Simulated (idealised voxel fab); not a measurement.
You're looking at the process module voxel transistor to metal.
The width of the displayed cross-section, cut, is 145 nm; its cells are square, with a size of 5 nm.
Bands, listed from the top down, are how a cross-section gets written in this document; the cross-section itself is a grid of square cells, and a band is one or more rows of them.
The band entry comprises the height of the band's top followed by the height of its bottom, expressed in nm, and subsequently the band's materials from left to right, each stated together with its width in nm. Where a single material is marked with the word "edge to edge", that material fills the band from edge to edge. The word "air" represents empty space.
Counting heights begins at 0, where everything beneath is, in the wafer as received, one material. The lowest band has no bottom; it goes on downwards, as "0 and below" shows.
Graded width ("30->40"): value in top row of band = first number; value in bottom row = second number; row-to-row change constant.
Key: "changes: none" - step with no changed cell in the cross-section.
Reported under the label "Enclosed void inventory" are the empty spaces having no open way to the top and comprising 8 cells or more; the notation for each is width x height at distance, in which the distance is measured from the left edge and all three values are in nm.
Read whatever lies past the settings on a step's line as the simulator's own remark about the step.
Among the settings permitted on a step's line is "overlay nm"; applied to a step with a mask, it specifies the extent to which the mask lay to the right of its planned position, whereas a negative figure signifies a position to the left.

### These are the steps we planned for the process
| 1 | RECEIVE [material Si] |
| 2 | CONFORMAL_DEP [material SiO2] [thk nm 5] |
| 3 | CONFORMAL_DEP [material SiN] [thk nm 15] |
| 4 | DIRECTIONAL_DEP [material aC] [thk nm 15] |
| 5 | PATTERN [tone cover] [mask id ACTIVE] [material resist] [width nm 95] [thk nm 30] [overlay nm 0] |
| 6 | DIRECTIONAL_ETCH [etch materials aC] [depth nm 15] |
| 7 | STRIP [etch materials resist] |
| 8 | DIRECTIONAL_ETCH [etch materials SiN] [depth nm 15] |
| 9 | DIRECTIONAL_ETCH [etch materials SiO2] [depth nm 5] |
| 10 | DIRECTIONAL_ETCH [etch materials Si] [depth nm 35] |
| 11 | STRIP [etch materials aC] |
| 12 | OXIDIZE [depth nm 5] |
| 13 | FILL_DEP [material SiO2] [thk nm 10] |
| 14 | CMP [height nm 20] |
| 15 | SELECTIVE_ETCH [etch materials SiO2] [depth nm 10] |
| 16 | STRIP [etch materials SiN] |
| 17 | SELECTIVE_ETCH [etch materials SiO2] [depth nm 5] |
| 18 | OXIDIZE [depth nm 5] |
| 19 | DIRECTIONAL_DEP [material polySi] [thk nm 30] |
| 20 | DIRECTIONAL_DEP [material SiCN] [thk nm 10] |
| 21 | DIRECTIONAL_DEP [material aC] [thk nm 15] |
| 22 | PATTERN [tone cover] [mask id GATE] [material resist] [width nm 25] [thk nm 35] [overlay nm 0] |
| 23 | DIRECTIONAL_ETCH [etch materials aC] [depth nm 15] |
| 24 | STRIP [etch materials resist] |
| 25 | DIRECTIONAL_ETCH [etch materials SiCN] [depth nm 20] |
| 26 | DIRECTIONAL_ETCH [etch materials polySi] [depth nm 40] |
| 27 | STRIP [etch materials aC] |
| 28 | CONFORMAL_DEP [material SiN] [thk nm 5] |
| 29 | DIRECTIONAL_ETCH [etch materials SiN] [depth nm 5] |
| 30 | DIRECTIONAL_ETCH [etch materials SiO2] [depth nm 5] |
| 31 | DIRECTIONAL_ETCH [etch materials Si] [depth nm 15] |
| 32 | EPI [material SiGe] [thk nm 20] |
| 33 | FILL_DEP [material SiO2] [thk nm 5] |
| 34 | CMP [height nm 30] |
| 35 | STRIP [etch materials polySi] |
| 36 | SELECTIVE_ETCH [etch materials SiO2] [depth nm 5] |
| 37 | CONFORMAL_DEP [material HfO2] [thk nm 5] |
| 38 | CONFORMAL_DEP [material TiN] [thk nm 5] |
| 39 | FILL_DEP [material W] [thk nm 10] |
| 40 | CMP [height nm 25] |
| 41 | DIRECTIONAL_DEP [material SiO2] [thk nm 10] |
| 42 | MASKED_ETCH [tone open] [mask id CONTACT] [width nm 15] [pitch nm 70] [etch materials SiO2] [depth nm 35] [overlay nm 0] |
| 43 | CONFORMAL_DEP [material TiN] [thk nm 5] |
| 44 | FILL_DEP [material Ru] [thk nm 10] |
| 45 | CMP [height nm 35] |
| 46 | CONFORMAL_DEP [material SiCN] [thk nm 5] |
| 47 | DIRECTIONAL_DEP [material SiO2] [thk nm 20] |
| 48 | MASKED_ETCH [tone open] [mask id METAL_1] [width nm 15] [pitch nm 70] [etch materials SiO2] [depth nm 20] [overlay nm 0] |
| 49 | MASKED_ETCH [tone open] [mask id METAL_1] [width nm 15] [pitch nm 70] [etch materials SiCN] [depth nm 5] [overlay nm 0] |
| 50 | CONFORMAL_DEP [material TiN] [thk nm 5] |
| 51 | FILL_DEP [material W] [thk nm 5] |
| 52 | CMP [height nm 60] |
| 53 | EPI [material Ru] [thk nm 5] |
| 54 | FILL_DEP [material SiCN] [thk nm 5] |

### Cross-section of the wafer at receipt, which is the condition after step 1
	0 and below | Si edge to edge
	Enclosed void inventory: none

### a wafer at the end: this start, this plan, one mistake
	70 down to 65 | SiCN edge to edge
	65 down to 60 | SiCN=30 / Ru=25 / SiCN=45 / Ru=25 / SiCN=20
	60 down to 45 | SiO2=35 / TiN=5 / W=5 / TiN=5 / SiO2=55 / TiN=5 / W=5 / TiN=5 / SiO2=25
	45 down to 40 | SiO2=35 / TiN=15 / SiO2=55 / TiN=15 / SiO2=25
	40 down to 35 | SiCN=35 / TiN=10 / SiCN=60 / TiN=10 / SiCN=30
	35 down to 25 | SiO2=30 / TiN=5 / Ru=5 / TiN=5 / SiO2=55 / TiN=5 / Ru=5 / TiN=5 / SiO2=30
	25 down to 20 | SiO2=30 / TiN=5 / Ru=5 / TiN=5 / SiO2=10 / SiN=5 / HfO2=5 / TiN=5 / W=5 / TiN=5 / HfO2=5 / SiN=5 / SiO2=10 / TiN=5 / Ru=5 / TiN=5 / SiO2=30
	20 down to 15 | SiO2=30 / TiN=15 / SiO2=10 / SiN=5 / HfO2=5 / TiN=5 / W=5 / TiN=5 / HfO2=5 / SiN=5 / SiO2=10 / TiN=15 / SiO2=30
	15 down to 5 | SiO2=30 / TiN=5 / SiGe=20 / SiN=5 / HfO2=5 / TiN=5 / W=5 / TiN=5 / HfO2=5 / SiN=5 / SiGe=20 / TiN=5 / SiO2=30
	5 down to 0 | SiO2=20 / SiN=5 / SiO2=5 / TiN=5 / SiGe=20 / SiN=5 / HfO2=5 / TiN=15 / HfO2=5 / SiN=5 / SiGe=20 / TiN=5 / SiO2=5 / SiN=5 / SiO2=20
	0 down to -5 | SiO2=25 / SiGe=30 / HfO2=35 / SiGe=30 / SiO2=25
	-5 down to -20 | SiO2=30 / SiGe=25 / Si=35 / SiGe=25 / SiO2=30
	-20 down to -40 | SiO2=30 / Si=85 / SiO2=30
	-40 and below | Si edge to edge
	Enclosed void inventory: none
Plan not followed: step 48 was not run as planned; what actually ran was MASKED_ETCH [tone open] [mask id METAL_1] [width nm 15] [pitch nm 70] [etch materials SiO2] [depth nm 20] [overlay nm 5]
